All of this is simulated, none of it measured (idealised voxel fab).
process module | voxel gate over fins
cross-section cut | 260 nm wide | cells 5 nm
A cross-section is a grid of square cells, given in bands from the top down. A band is one or more rows of cells.
Each band's line starts with the height of the band's top and of its bottom, in nm. Then come its materials from left to right, each with its width in nm. One material with "throughout" fills the band from edge to edge. "air" is empty space.
Height 0 is the level under which the wafer as received is all one material. The lowest band goes on downwards, as in "0 down".
A width such as "30 to 40" changes by the same amount from each row of cells to the next, from the band's top row to its bottom row.
"no change" after a step means that no cell of the cross-section changed.
closed voids: empty space of 8 cells or more with no open way to the top, each as width x height at its distance from the left edge, in nm
after a step's settings: what the simulator itself notes on the step
overlay nm, on a step with a mask: how far to the right of its planned place the mask lay; to the left if negative
Each pair below shows a cross-section before one step and the cross-section after it, down to the lowest band that changed. The line under each pair gives the step between them, with its settings. The pairs can come from different runs of this module on the same starting wafer, so a pair continues from the pair above only where its "before" says so.
before
  0 down: Si throughout
  closed voids: none
after
  5 to 0: SiN throughout
  below 0: unchanged
  closed voids: none
the step between: op CONFORMAL_DEP | material SiN | thk nm 5
before: the cross-section after the pair above
after
  5 to 0: air 105 | SiN 15 | air 20 | SiN 15 | air 105
  below 0: unchanged
  closed voids: none
the step between: op MASKED_ETCH | tone cover | mask id FINS | width nm 15 | pitch nm 35 | etch materials SiN | depth nm 5 | overlay nm 0
before: the cross-section after the pair above
after
  5 to 0: air 105 | SiN 15 | air 20 | SiN 15 | air 105
  0 to -35: air 105 | Si 15 | air 20 | Si 15 | air 105
  below -35: unchanged
  closed voids: none
the step between: op MASKED_ETCH | tone cover | mask id FINS | width nm 15 | pitch nm 35 | etch materials Si | depth nm 35 | overlay nm 0
before: the cross-section after the pair above
after
  5 to 0: air 105 | SiN 15 | air 20 | SiN 15 | air 105
  0 to -35: air 105 | SiO2 5 | Si 5 | SiO2 5 | air 20 | SiO2 5 | Si 5 | SiO2 5 | air 105
  -35 to -40: SiO2 110 | Si 5 | SiO2 30 | Si 5 | SiO2 110
  below -40: unchanged
  closed voids: none
the step between: op OXIDIZE | depth nm 5
before: the cross-section after the pair above
after
  20 to 5: SiO2 throughout
  5 to 0: SiO2 105 | SiN 15 | SiO2 20 | SiN 15 | SiO2 105
  0 to -40: SiO2 110 | Si 5 | SiO2 30 | Si 5 | SiO2 110
  below -40: unchanged
  closed voids: none
the step between: op FILL_DEP | material SiO2 | thk nm 15
before: the cross-section after the pair above
after
  5 to 0: SiO2 105 | SiN 15 | SiO2 20 | SiN 15 | SiO2 105
  below 0: unchanged
  closed voids: none
the step between: op CMP | height nm 5
before: the cross-section after the pair above
after
  5 to 0: air 105 | SiN 15 | air 20 | SiN 15 | air 105
  0 to -15: air 110 | Si 5 | air 30 | Si 5 | air 110
  below -15: unchanged
  closed voids: none
the step between: op SELECTIVE_ETCH | etch materials SiO2 | depth nm 20
before: the cross-section after the pair above
after
  0 to -15: air 110 | Si 5 | air 30 | Si 5 | air 110
  below -15: unchanged
  closed voids: none
the step between: op STRIP | etch materials SiN
before: the cross-section after the pair above
after
  5 to 0: air 105 | HfO2 15 | air 20 | HfO2 15 | air 105
  0 to -10: air 105 | HfO2 5 | Si 5 | HfO2 5 | air 20 | HfO2 5 | Si 5 | HfO2 5 | air 105
  -10 to -15: HfO2 110 | Si 5 | HfO2 30 | Si 5 | HfO2 110
  below -15: unchanged
  closed voids: none
the step between: op CONFORMAL_DEP | material HfO2 | thk nm 5
before: the cross-section after the pair above
after
  10 to 5: air 100 | TiN 25 | air 10 | TiN 25 | air 100
  5 to 0: air 100 | TiN 5 | HfO2 15 | TiN 5 | air 10 | TiN 5 | HfO2 15 | TiN 5 | air 100
  0 to -5: air 100 | TiN 5 | HfO2 5 | Si 5 | HfO2 5 | TiN 5 | air 10 | TiN 5 | HfO2 5 | Si 5 | HfO2 5 | TiN 5 | air 100
  -5 to -10: TiN 105 | HfO2 5 | Si 5 | HfO2 5 | TiN 20 | HfO2 5 | Si 5 | HfO2 5 | TiN 105
  below -10: unchanged
  closed voids: none
the step between: op CONFORMAL_DEP | material TiN | thk nm 5
before: the cross-section after the pair above
after
  15 to 10: air 95 | TiAl 70 | air 95
  10 to 5: air 95 | TiAl 5 | TiN 25 | TiAl 10 | TiN 25 | TiAl 5 | air 95
  5 to 0: air 95 | TiAl 5 | TiN 5 | HfO2 15 | TiN 5 | TiAl 10 | TiN 5 | HfO2 15 | TiN 5 | TiAl 5 | air 95
  0 to -5: TiAl 100 | TiN 5 | HfO2 5 | Si 5 | HfO2 5 | TiN 5 | TiAl 10 | TiN 5 | HfO2 5 | Si 5 | HfO2 5 | TiN 5 | TiAl 100
  below -5: unchanged
  closed voids: none
the step between: op CONFORMAL_DEP | material TiAl | thk nm 5
before: the cross-section after the pair above
after
  20 to 15: air 90 | TiN 80 | air 90
  15 to 10: air 90 | TiN 5 | TiAl 70 | TiN 5 | air 90
  10 to 5: air 90 | TiN 5 | TiAl 5 | TiN 25 | TiAl 10 | TiN 25 | TiAl 5 | TiN 5 | air 90
  5 to 0: TiN 95 | TiAl 5 | TiN 5 | HfO2 15 | TiN 5 | TiAl 10 | TiN 5 | HfO2 15 | TiN 5 | TiAl 5 | TiN 95
  below 0: unchanged
  closed voids: none
the step between: op CONFORMAL_DEP | material TiN | thk nm 5
before: the cross-section after the pair above
after
  35 to 20: W throughout
  20 to 15: W 90 | TiN 80 | W 90
  15 to 10: W 90 | TiN 5 | TiAl 70 | TiN 5 | W 90
  10 to 5: W 90 | TiN 5 | TiAl 5 | TiN 25 | TiAl 10 | TiN 25 | TiAl 5 | TiN 5 | W 90
  below 5: unchanged
  closed voids: none
the step between: op FILL_DEP | material W | thk nm 15
before: the cross-section after the pair above
after
  30 to 20: W throughout
  below 20: unchanged
  closed voids: none
the step between: op CMP | height nm 30
before: the cross-section after the pair above
after
  40 to 30: SiN throughout
  below 30: unchanged
  closed voids: none
the step between: op CONFORMAL_DEP | material SiN | thk nm 10
before
  20 to 5: SiO2 throughout
  5 to 0: SiO2 105 | SiN 15 | SiO2 20 | SiN 15 | SiO2 105
  0 to -40: SiO2 110 | Si 5 | SiO2 30 | Si 5 | SiO2 110
  -40 down: Si throughout
  closed voids: none
after
  5 to 0: air 105 | SiN 15 | air 20 | SiN 15 | air 105
  below 0: unchanged
  closed voids: none
the step between: op SELECTIVE_ETCH | etch materials SiO2 | depth nm 20
before: the cross-section after the pair above
after
  0 to -40: SiO2 110 | Si 5 | SiO2 30 | Si 5 | SiO2 110
  below -40: unchanged
  closed voids: none
the step between: op STRIP | etch materials SiN
before: the cross-section after the pair above
after
  5 to 0: HfO2 throughout
  below 0: unchanged
  closed voids: none
the step between: op CONFORMAL_DEP | material HfO2 | thk nm 5
before: the cross-section after the pair above
after
  10 to 5: TiN throughout
  below 5: unchanged
  closed voids: none
the step between: op CONFORMAL_DEP | material TiN | thk nm 5
before: the cross-section after the pair above
after
  15 to 10: TiAl throughout
  below 10: unchanged
  closed voids: none
the step between: op CONFORMAL_DEP | material TiAl | thk nm 5
before: the cross-section after the pair above
after
  20 to 15: TiN throughout
  below 15: unchanged
  closed voids: none
the step between: op CONFORMAL_DEP | material TiN | thk nm 5
before: the cross-section after the pair above
after
  35 to 20: W throughout
  below 20: unchanged
  closed voids: none
the step between: op FILL_DEP | material W | thk nm 15
before: the cross-section after the pair above
after
  30 to 20: W throughout
  below 20: unchanged
  closed voids: none
the step between: op CMP | height nm 30
before: the cross-section after the pair above
after
  40 to 30: SiN throughout
  below 30: unchanged
  closed voids: none
the step between: op CONFORMAL_DEP | material SiN | thk nm 10
before
  5 to 0: air 105 | SiN 15 | air 20 | SiN 15 | air 105
  0 to -35: air 105 | Si 15 | air 20 | Si 15 | air 105
  -35 down: Si throughout
  closed voids: none
after
  5 to 0: air 105 | SiN 15 | air 20 | SiN 15 | air 105
  0 to -70: air 105 | Si 15 | air 20 | Si 15 | air 105
  below -70: unchanged
  closed voids: none
the step between: op MASKED_ETCH | tone cover | mask id FINS | width nm 15 | pitch nm 35 | etch materials Si | depth nm 35 | overlay nm 0
before: the cross-section after the pair above
after
  5 to 0: air 105 | SiN 15 | air 20 | SiN 15 | air 105
  0 to -70: air 105 | SiO2 5 | Si 5 | SiO2 5 | air 20 | SiO2 5 | Si 5 | SiO2 5 | air 105
  -70 to -75: SiO2 110 | Si 5 | SiO2 30 | Si 5 | SiO2 110
  below -75: unchanged
  closed voids: none
the step between: op OXIDIZE | depth nm 5
before: the cross-section after the pair above
after
  20 to 5: SiO2 throughout
  5 to 0: SiO2 105 | SiN 15 | SiO2 20 | SiN 15 | SiO2 105
  0 to -75: SiO2 110 | Si 5 | SiO2 30 | Si 5 | SiO2 110
  below -75: unchanged
  closed voids: none
the step between: op FILL_DEP | material SiO2 | thk nm 15
before: the cross-section after the pair above
after
  5 to 0: SiO2 105 | SiN 15 | SiO2 20 | SiN 15 | SiO2 105
  below 0: unchanged
  closed voids: none
the step between: op CMP | height nm 5
before: the cross-section after the pair above
after
  5 to 0: air 105 | SiN 15 | air 20 | SiN 15 | air 105
  0 to -15: air 110 | Si 5 | air 30 | Si 5 | air 110
  below -15: unchanged
  closed voids: none
the step between: op SELECTIVE_ETCH | etch materials SiO2 | depth nm 20
before: the cross-section after the pair above
after
  0 to -15: air 110 | Si 5 | air 30 | Si 5 | air 110
  below -15: unchanged
  closed voids: none
the step between: op STRIP | etch materials SiN
before: the cross-section after the pair above
after
  5 to 0: air 105 | HfO2 15 | air 20 | HfO2 15 | air 105
  0 to -10: air 105 | HfO2 5 | Si 5 | HfO2 5 | air 20 | HfO2 5 | Si 5 | HfO2 5 | air 105
  -10 to -15: HfO2 110 | Si 5 | HfO2 30 | Si 5 | HfO2 110
  below -15: unchanged
  closed voids: none
the step between: op CONFORMAL_DEP | material HfO2 | thk nm 5
before: the cross-section after the pair above
after
  10 to 5: air 100 | TiN 25 | air 10 | TiN 25 | air 100
  5 to 0: air 100 | TiN 5 | HfO2 15 | TiN 5 | air 10 | TiN 5 | HfO2 15 | TiN 5 | air 100
  0 to -5: air 100 | TiN 5 | HfO2 5 | Si 5 | HfO2 5 | TiN 5 | air 10 | TiN 5 | HfO2 5 | Si 5 | HfO2 5 | TiN 5 | air 100
  -5 to -10: TiN 105 | HfO2 5 | Si 5 | HfO2 5 | TiN 20 | HfO2 5 | Si 5 | HfO2 5 | TiN 105
  below -10: unchanged
  closed voids: none
the step between: op CONFORMAL_DEP | material TiN | thk nm 5
before: the cross-section after the pair above
after
  15 to 10: air 95 | TiAl 70 | air 95
  10 to 5: air 95 | TiAl 5 | TiN 25 | TiAl 10 | TiN 25 | TiAl 5 | air 95
  5 to 0: air 95 | TiAl 5 | TiN 5 | HfO2 15 | TiN 5 | TiAl 10 | TiN 5 | HfO2 15 | TiN 5 | TiAl 5 | air 95
  0 to -5: TiAl 100 | TiN 5 | HfO2 5 | Si 5 | HfO2 5 | TiN 5 | TiAl 10 | TiN 5 | HfO2 5 | Si 5 | HfO2 5 | TiN 5 | TiAl 100
  below -5: unchanged
  closed voids: none
the step between: op CONFORMAL_DEP | material TiAl | thk nm 5
before: the cross-section after the pair above
after
  20 to 15: air 90 | TiN 80 | air 90
  15 to 10: air 90 | TiN 5 | TiAl 70 | TiN 5 | air 90
  10 to 5: air 90 | TiN 5 | TiAl 5 | TiN 25 | TiAl 10 | TiN 25 | TiAl 5 | TiN 5 | air 90
  5 to 0: TiN 95 | TiAl 5 | TiN 5 | HfO2 15 | TiN 5 | TiAl 10 | TiN 5 | HfO2 15 | TiN 5 | TiAl 5 | TiN 95
  below 0: unchanged
  closed voids: none
the step between: op CONFORMAL_DEP | material TiN | thk nm 5
before: the cross-section after the pair above
after
  35 to 20: W throughout
  20 to 15: W 90 | TiN 80 | W 90
  15 to 10: W 90 | TiN 5 | TiAl 70 | TiN 5 | W 90
  10 to 5: W 90 | TiN 5 | TiAl 5 | TiN 25 | TiAl 10 | TiN 25 | TiAl 5 | TiN 5 | W 90
  below 5: unchanged
  closed voids: none
the step between: op FILL_DEP | material W | thk nm 15
before: the cross-section after the pair above
after
  30 to 20: W throughout
  below 20: unchanged
  closed voids: none
the step between: op CMP | height nm 30
before: the cross-section after the pair above
after
  40 to 30: SiN throughout
  below 30: unchanged
  closed voids: none
the step between: op CONFORMAL_DEP | material SiN | thk nm 10
before
  10 to 5: air 100 | TiN 25 | air 10 | TiN 25 | air 100
  5 to 0: air 100 | TiN 5 | HfO2 15 | TiN 5 | air 10 | TiN 5 | HfO2 15 | TiN 5 | air 100
  0 to -5: air 100 | TiN 5 | HfO2 5 | Si 5 | HfO2 5 | TiN 5 | air 10 | TiN 5 | HfO2 5 | Si 5 | HfO2 5 | TiN 5 | air 100
  -5 to -10: TiN 105 | HfO2 5 | Si 5 | HfO2 5 | TiN 20 | HfO2 5 | Si 5 | HfO2 5 | TiN 105
  -10 to -15: HfO2 110 | Si 5 | HfO2 30 | Si 5 | HfO2 110
  -15 to -40: SiO2 110 | Si 5 | SiO2 30 | Si 5 | SiO2 110
  -40 down: Si throughout
  closed voids: none
after
  15 to 5: air 95 | TiN 70 | air 95
  5 to 0: air 95 | TiN 10 | HfO2 15 | TiN 20 | HfO2 15 | TiN 10 | air 95
  0 to -10: TiN 105 | HfO2 5 | Si 5 | HfO2 5 | TiN 20 | HfO2 5 | Si 5 | HfO2 5 | TiN 105
  below -10: unchanged
  closed voids: none
the step between: op CONFORMAL_DEP | material TiN | thk nm 5
before: the cross-section after the pair above
after
  20 to 15: air 90 | TiAl 80 | air 90
  15 to 5: air 90 | TiAl 5 | TiN 70 | TiAl 5 | air 90
  5 to 0: TiAl 95 | TiN 10 | HfO2 15 | TiN 20 | HfO2 15 | TiN 10 | TiAl 95
  below 0: unchanged
  closed voids: none
the step between: op CONFORMAL_DEP | material TiAl | thk nm 5
before: the cross-section after the pair above
after
  35 to 20: W throughout
  20 to 15: W 90 | TiAl 80 | W 90
  15 to 5: W 90 | TiAl 5 | TiN 70 | TiAl 5 | W 90
  below 5: unchanged
  closed voids: none
the step between: op FILL_DEP | material W | thk nm 15
before: the cross-section after the pair above
after
  30 to 20: W throughout
  below 20: unchanged
  closed voids: none
the step between: op CMP | height nm 30
before: the cross-section after the pair above
after
  40 to 30: SiN throughout
  below 30: unchanged
  closed voids: none
the step between: op CONFORMAL_DEP | material SiN | thk nm 10
before
  30 to 20: W throughout
  20 to 15: W 90 | TiN 80 | W 90
  15 to 10: W 90 | TiN 5 | TiAl 70 | TiN 5 | W 90
  10 to 5: W 90 | TiN 5 | TiAl 5 | TiN 25 | TiAl 10 | TiN 25 | TiAl 5 | TiN 5 | W 90
  5 to 0: TiN 95 | TiAl 5 | TiN 5 | HfO2 15 | TiN 5 | TiAl 10 | TiN 5 | HfO2 15 | TiN 5 | TiAl 5 | TiN 95
  0 to -5: TiAl 100 | TiN 5 | HfO2 5 | Si 5 | HfO2 5 | TiN 5 | TiAl 10 | TiN 5 | HfO2 5 | Si 5 | HfO2 5 | TiN 5 | TiAl 100
  -5 to -10: TiN 105 | HfO2 5 | Si 5 | HfO2 5 | TiN 20 | HfO2 5 | Si 5 | HfO2 5 | TiN 105
  -10 to -15: HfO2 110 | Si 5 | HfO2 30 | Si 5 | HfO2 110
  -15 to -40: SiO2 110 | Si 5 | SiO2 30 | Si 5 | SiO2 110
  -40 down: Si throughout
  closed voids: none
after
  35 to 30: SiN throughout
  below 30: unchanged
  closed voids: none
the step between: op CONFORMAL_DEP | material SiN | thk nm 5
before
  5 to 0: SiN throughout
  0 down: Si throughout
  closed voids: none
after
  5 to 0: air 105 | SiN 20 | air 15 | SiN 20 | air 100
  below 0: unchanged
  closed voids: none
the step between: op MASKED_ETCH | tone cover | mask id FINS | width nm 20 | pitch nm 35 | etch materials SiN | depth nm 5 | overlay nm 0
before: the cross-section after the pair above
after
  5 to 0: air 105 | SiN 20 | air 15 | SiN 20 | air 100
  0 to -35: air 105 | Si 20 | air 15 | Si 20 | air 100
  below -35: unchanged
  closed voids: none
the step between: op MASKED_ETCH | tone cover | mask id FINS | width nm 15 | pitch nm 35 | etch materials Si | depth nm 35 | overlay nm 0
before: the cross-section after the pair above
after
  5 to 0: air 105 | SiN 20 | air 15 | SiN 20 | air 100
  0 to -35: air 105 | SiO2 5 | Si 10 | SiO2 5 | air 15 | SiO2 5 | Si 10 | SiO2 5 | air 100
  -35 to -40: SiO2 110 | Si 10 | SiO2 25 | Si 10 | SiO2 105
  below -40: unchanged
  closed voids: none
the step between: op OXIDIZE | depth nm 5
before: the cross-section after the pair above
after
  20 to 5: SiO2 throughout
  5 to 0: SiO2 105 | SiN 20 | SiO2 15 | SiN 20 | SiO2 100
  0 to -40: SiO2 110 | Si 10 | SiO2 25 | Si 10 | SiO2 105
  below -40: unchanged
  closed voids: none
the step between: op FILL_DEP | material SiO2 | thk nm 15
before: the cross-section after the pair above
after
  5 to 0: SiO2 105 | SiN 20 | SiO2 15 | SiN 20 | SiO2 100
  below 0: unchanged
  closed voids: none
the step between: op CMP | height nm 5
before: the cross-section after the pair above
after
  5 to 0: air 105 | SiN 20 | air 15 | SiN 20 | air 100
  0 to -15: air 110 | Si 10 | air 25 | Si 10 | air 105
  below -15: unchanged
  closed voids: none
the step between: op SELECTIVE_ETCH | etch materials SiO2 | depth nm 20
before: the cross-section after the pair above
after
  0 to -15: air 110 | Si 10 | air 25 | Si 10 | air 105
  below -15: unchanged
  closed voids: none
the step between: op STRIP | etch materials SiN
before: the cross-section after the pair above
after
  5 to 0: air 105 | HfO2 20 | air 15 | HfO2 20 | air 100
  0 to -10: air 105 | HfO2 5 | Si 10 | HfO2 5 | air 15 | HfO2 5 | Si 10 | HfO2 5 | air 100
  -10 to -15: HfO2 110 | Si 10 | HfO2 25 | Si 10 | HfO2 105
  below -15: unchanged
  closed voids: none
the step between: op CONFORMAL_DEP | material HfO2 | thk nm 5
before: the cross-section after the pair above
after
  10 to 5: air 100 | TiN 30 | air 5 | TiN 30 | air 95
  5 to 0: air 100 | TiN 5 | HfO2 20 | TiN 5 | air 5 | TiN 5 | HfO2 20 | TiN 5 | air 95
  0 to -5: air 100 | TiN 5 | HfO2 5 | Si 10 | HfO2 5 | TiN 5 | air 5 | TiN 5 | HfO2 5 | Si 10 | HfO2 5 | TiN 5 | air 95
  -5 to -10: TiN 105 | HfO2 5 | Si 10 | HfO2 5 | TiN 15 | HfO2 5 | Si 10 | HfO2 5 | TiN 100
  below -10: unchanged
  closed voids: none
the step between: op CONFORMAL_DEP | material TiN | thk nm 5
before: the cross-section after the pair above
after
  15 to 10: air 95 | TiAl 75 | air 90
  10 to 5: air 95 | TiAl 5 | TiN 30 | TiAl 5 | TiN 30 | TiAl 5 | air 90
  5 to 0: air 95 | TiAl 5 | TiN 5 | HfO2 20 | TiN 5 | TiAl 5 | TiN 5 | HfO2 20 | TiN 5 | TiAl 5 | air 90
  0 to -5: TiAl 100 | TiN 5 | HfO2 5 | Si 10 | HfO2 5 | TiN 5 | TiAl 5 | TiN 5 | HfO2 5 | Si 10 | HfO2 5 | TiN 5 | TiAl 95
  below -5: unchanged
  closed voids: none
the step between: op CONFORMAL_DEP | material TiAl | thk nm 5
before: the cross-section after the pair above
after
  20 to 15: air 90 | TiN 85 | air 85
  15 to 10: air 90 | TiN 5 | TiAl 75 | TiN 5 | air 85
  10 to 5: air 90 | TiN 5 | TiAl 5 | TiN 30 | TiAl 5 | TiN 30 | TiAl 5 | TiN 5 | air 85
  5 to 0: TiN 95 | TiAl 5 | TiN 5 | HfO2 20 | TiN 5 | TiAl 5 | TiN 5 | HfO2 20 | TiN 5 | TiAl 5 | TiN 90
  below 0: unchanged
  closed voids: none
the step between: op CONFORMAL_DEP | material TiN | thk nm 5
before: the cross-section after the pair above
after
  35 to 20: W throughout
  20 to 15: W 90 | TiN 85 | W 85
  15 to 10: W 90 | TiN 5 | TiAl 75 | TiN 5 | W 85
  10 to 5: W 90 | TiN 5 | TiAl 5 | TiN 30 | TiAl 5 | TiN 30 | TiAl 5 | TiN 5 | W 85
  below 5: unchanged
  closed voids: none
the step between: op FILL_DEP | material W | thk nm 15
before: the cross-section after the pair above
after
  30 to 20: W throughout
  below 20: unchanged
  closed voids: none
the step between: op CMP | height nm 30
before: the cross-section after the pair above
after
  40 to 30: SiN throughout
  below 30: unchanged
  closed voids: none
the step between: op CONFORMAL_DEP | material SiN | thk nm 10
before
  5 to 0: air 105 | SiN 15 | air 20 | SiN 15 | air 105
  0 down: Si throughout
  closed voids: none
after
  5 to 0: air 105 | SiN 15 | air 20 | SiN 15 | air 105
  0 to -35: air 100 | Si 20 | air 15 | Si 20 | air 105
  below -35: unchanged
  closed voids: none
the step between: op MASKED_ETCH | tone cover | mask id FINS | width nm 15 | pitch nm 35 | etch materials Si | depth nm 35 | overlay nm -5
before: the cross-section after the pair above
after
  5 to 0: air 105 | SiN 15 | air 20 | SiN 15 | air 105
  0 to -5: air 100 | SiO2 10 | Si 5 | SiO2 5 | air 15 | SiO2 10 | Si 5 | SiO2 5 | air 105
  -5 to -35: air 100 | SiO2 5 | Si 10 | SiO2 5 | air 15 | SiO2 5 | Si 10 | SiO2 5 | air 105
  -35 to -40: SiO2 105 | Si 10 | SiO2 25 | Si 10 | SiO2 110
  below -40: unchanged
  closed voids: none
the step between: op OXIDIZE | depth nm 5
before: the cross-section after the pair above
after
  20 to 5: SiO2 throughout
  5 to 0: SiO2 105 | SiN 15 | SiO2 20 | SiN 15 | SiO2 105
  0 to -5: SiO2 110 | Si 5 | SiO2 30 | Si 5 | SiO2 110
  -5 to -40: SiO2 105 | Si 10 | SiO2 25 | Si 10 | SiO2 110
  below -40: unchanged
  closed voids: none
the step between: op FILL_DEP | material SiO2 | thk nm 15
before: the cross-section after the pair above
after
  5 to 0: SiO2 105 | SiN 15 | SiO2 20 | SiN 15 | SiO2 105
  below 0: unchanged
  closed voids: none
the step between: op CMP | height nm 5
before: the cross-section after the pair above
after
  5 to 0: air 105 | SiN 15 | air 20 | SiN 15 | air 105
  0 to -5: air 110 | Si 5 | air 30 | Si 5 | air 110
  -5 to -15: air 105 | Si 10 | air 25 | Si 10 | air 110
  below -15: unchanged
  closed voids: none
the step between: op SELECTIVE_ETCH | etch materials SiO2 | depth nm 20
before: the cross-section after the pair above
after
  0 to -5: air 110 | Si 5 | air 30 | Si 5 | air 110
  below -5: unchanged
  closed voids: none
the step between: op STRIP | etch materials SiN
before: the cross-section after the pair above
after
  5 to 0: air 105 | HfO2 15 | air 20 | HfO2 15 | air 105
  0 to -10: air 100 | HfO2 10 to 5 | Si 5 to 10 | HfO2 5 | air 15 | HfO2 10 to 5 | Si 5 to 10 | HfO2 5 | air 105
  -10 to -15: HfO2 105 | Si 10 | HfO2 25 | Si 10 | HfO2 110
  below -15: unchanged
  closed voids: none
the step between: op CONFORMAL_DEP | material HfO2 | thk nm 5
before: the cross-section after the pair above
after
  10 to 5: air 100 | TiN 25 | air 10 | TiN 25 | air 100
  5 to 0: air 95 | TiN 10 | HfO2 15 | TiN 5 | air 5 | TiN 10 | HfO2 15 | TiN 5 | air 100
  0 to -5: air 95 | TiN 5 | HfO2 10 | Si 5 | HfO2 5 | TiN 5 | air 5 | TiN 5 | HfO2 10 | Si 5 | HfO2 5 | TiN 5 | air 100
  -5 to -10: TiN 100 | HfO2 5 | Si 10 | HfO2 5 | TiN 15 | HfO2 5 | Si 10 | HfO2 5 | TiN 105
  below -10: unchanged
  closed voids: none
the step between: op CONFORMAL_DEP | material TiN | thk nm 5
before: the cross-section after the pair above
after
  15 to 10: air 95 | TiAl 70 | air 95
  10 to 5: air 90 | TiAl 10 | TiN 25 | TiAl 10 | TiN 25 | TiAl 5 | air 95
  5 to 0: air 90 | TiAl 5 | TiN 10 | HfO2 15 | TiN 5 | TiAl 5 | TiN 10 | HfO2 15 | TiN 5 | TiAl 5 | air 95
  0 to -5: TiAl 95 | TiN 5 | HfO2 10 | Si 5 | HfO2 5 | TiN 5 | TiAl 5 | TiN 5 | HfO2 10 | Si 5 | HfO2 5 | TiN 5 | TiAl 100
  below -5: unchanged
  closed voids: none
the step between: op CONFORMAL_DEP | material TiAl | thk nm 5
before: the cross-section after the pair above
after
  20 to 15: air 90 | TiN 80 | air 90
  15 to 10: air 85 | TiN 10 | TiAl 70 | TiN 5 | air 90
  10 to 5: air 85 | TiN 5 | TiAl 10 | TiN 25 | TiAl 10 | TiN 25 | TiAl 5 | TiN 5 | air 90
  5 to 0: TiN 90 | TiAl 5 | TiN 10 | HfO2 15 | TiN 5 | TiAl 5 | TiN 10 | HfO2 15 | TiN 5 | TiAl 5 | TiN 95
  below 0: unchanged
  closed voids: none
the step between: op CONFORMAL_DEP | material TiN | thk nm 5
before: the cross-section after the pair above
after
  35 to 20: W throughout
  20 to 15: W 90 | TiN 80 | W 90
  15 to 10: W 85 | TiN 10 | TiAl 70 | TiN 5 | W 90
  10 to 5: W 85 | TiN 5 | TiAl 10 | TiN 25 | TiAl 10 | TiN 25 | TiAl 5 | TiN 5 | W 90
  below 5: unchanged
  closed voids: none
the step between: op FILL_DEP | material W | thk nm 15
before: the cross-section after the pair above
after
  30 to 20: W throughout
  below 20: unchanged
  closed voids: none
the step between: op CMP | height nm 30
before: the cross-section after the pair above
after
  40 to 30: SiN throughout
  below 30: unchanged
  closed voids: none
the step between: op CONFORMAL_DEP | material SiN | thk nm 10
before
  5 to 0: air 105 | HfO2 15 | air 20 | HfO2 15 | air 105
  0 to -10: air 105 | HfO2 5 | Si 5 | HfO2 5 | air 20 | HfO2 5 | Si 5 | HfO2 5 | air 105
  -10 to -15: HfO2 110 | Si 5 | HfO2 30 | Si 5 | HfO2 110
  -15 to -40: SiO2 110 | Si 5 | SiO2 30 | Si 5 | SiO2 110
  -40 down: Si throughout
  closed voids: none
after
  10 to 5: air 100 | W 25 | air 10 | W 25 | air 100
  5 to 0: air 100 | W 5 | HfO2 15 | W 5 | air 10 | W 5 | HfO2 15 | W 5 | air 100
  0 to -5: air 100 | W 5 | HfO2 5 | Si 5 | HfO2 5 | W 5 | air 10 | W 5 | HfO2 5 | Si 5 | HfO2 5 | W 5 | air 100
  -5 to -10: W 105 | HfO2 5 | Si 5 | HfO2 5 | W 20 | HfO2 5 | Si 5 | HfO2 5 | W 105
  below -10: unchanged
  closed voids: none
the step between: op CONFORMAL_DEP | material W | thk nm 5
before: the cross-section after the pair above
after
  15 to 10: air 95 | TiAl 70 | air 95
  10 to 5: air 95 | TiAl 5 | W 25 | TiAl 10 | W 25 | TiAl 5 | air 95
  5 to 0: air 95 | TiAl 5 | W 5 | HfO2 15 | W 5 | TiAl 10 | W 5 | HfO2 15 | W 5 | TiAl 5 | air 95
  0 to -5: TiAl 100 | W 5 | HfO2 5 | Si 5 | HfO2 5 | W 5 | TiAl 10 | W 5 | HfO2 5 | Si 5 | HfO2 5 | W 5 | TiAl 100
  below -5: unchanged
  closed voids: none
the step between: op CONFORMAL_DEP | material TiAl | thk nm 5
before: the cross-section after the pair above
after
  20 to 15: air 90 | TiN 80 | air 90
  15 to 10: air 90 | TiN 5 | TiAl 70 | TiN 5 | air 90
  10 to 5: air 90 | TiN 5 | TiAl 5 | W 25 | TiAl 10 | W 25 | TiAl 5 | TiN 5 | air 90
  5 to 0: TiN 95 | TiAl 5 | W 5 | HfO2 15 | W 5 | TiAl 10 | W 5 | HfO2 15 | W 5 | TiAl 5 | TiN 95
  below 0: unchanged
  closed voids: none
the step between: op CONFORMAL_DEP | material TiN | thk nm 5
before: the cross-section after the pair above
after
  35 to 20: W throughout
  20 to 15: W 90 | TiN 80 | W 90
  15 to 10: W 90 | TiN 5 | TiAl 70 | TiN 5 | W 90
  10 to 5: W 90 | TiN 5 | TiAl 5 | W 25 | TiAl 10 | W 25 | TiAl 5 | TiN 5 | W 90
  below 5: unchanged
  closed voids: none
the step between: op FILL_DEP | material W | thk nm 15
before: the cross-section after the pair above
after
  30 to 20: W throughout
  below 20: unchanged
  closed voids: none
the step between: op CMP | height nm 30
before: the cross-section after the pair above
after
  40 to 30: SiN throughout
  below 30: unchanged
  closed voids: none
the step between: op CONFORMAL_DEP | material SiN | thk nm 10
before
  5 to 0: SiN throughout
  0 down: Si throughout
  closed voids: none
after
  5 to 0: SiN 105 | air 15 | SiN 20 | air 15 | SiN 105
  below 0: unchanged
  closed voids: none
the step between: op MASKED_ETCH | tone open | mask id FINS | width nm 15 | pitch nm 35 | etch materials SiN | depth nm 5 | overlay nm 0
before: the cross-section after the pair above
after
  5 to 0: SiN 105 | air 15 | SiN 20 | air 15 | SiN 105
  0 to -5: Si 100 | SiO2 25 | Si 10 | SiO2 25 | Si 100
  below -5: unchanged
  closed voids: none
the step between: op OXIDIZE | depth nm 5
before: the cross-section after the pair above
after
  20 to 5: SiO2 throughout
  5 to 0: SiN 105 | SiO2 15 | SiN 20 | SiO2 15 | SiN 105
  below 0: unchanged
  closed voids: none
the step between: op FILL_DEP | material SiO2 | thk nm 15
before: the cross-section after the pair above
after
  5 to 0: SiN 105 | SiO2 15 | SiN 20 | SiO2 15 | SiN 105
  below 0: unchanged
  closed voids: none
the step between: op CMP | height nm 5
before: the cross-section after the pair above
after
  5 to 0: SiN 105 | air 15 | SiN 20 | air 15 | SiN 105
  0 to -5: Si 100 | air 25 | Si 10 | air 25 | Si 100
  below -5: unchanged
  closed voids: none
the step between: op SELECTIVE_ETCH | etch materials SiO2 | depth nm 20
before: the cross-section after the pair above
after
  0 to -5: Si 100 | air 25 | Si 10 | air 25 | Si 100
  below -5: unchanged
  closed voids: none
the step between: op STRIP | etch materials SiN
before: the cross-section after the pair above
after
  5 to 0: HfO2 105 | air 15 | HfO2 20 | air 15 | HfO2 105
  0 to -5: Si 100 | HfO2 25 | Si 10 | HfO2 25 | Si 100
  below -5: unchanged
  closed voids: none
the step between: op CONFORMAL_DEP | material HfO2 | thk nm 5
before: the cross-section after the pair above
after
  10 to 5: TiN 110 | air 5 | TiN 30 | air 5 | TiN 110
  5 to 0: HfO2 105 | TiN 15 | HfO2 20 | TiN 15 | HfO2 105
  below 0: unchanged
  closed voids: none
the step between: op CONFORMAL_DEP | material TiN | thk nm 5
before: the cross-section after the pair above
after
  15 to 10: TiAl throughout
  10 to 5: TiN 110 | TiAl 5 | TiN 30 | TiAl 5 | TiN 110
  below 5: unchanged
  closed voids: none
the step between: op CONFORMAL_DEP | material TiAl | thk nm 5
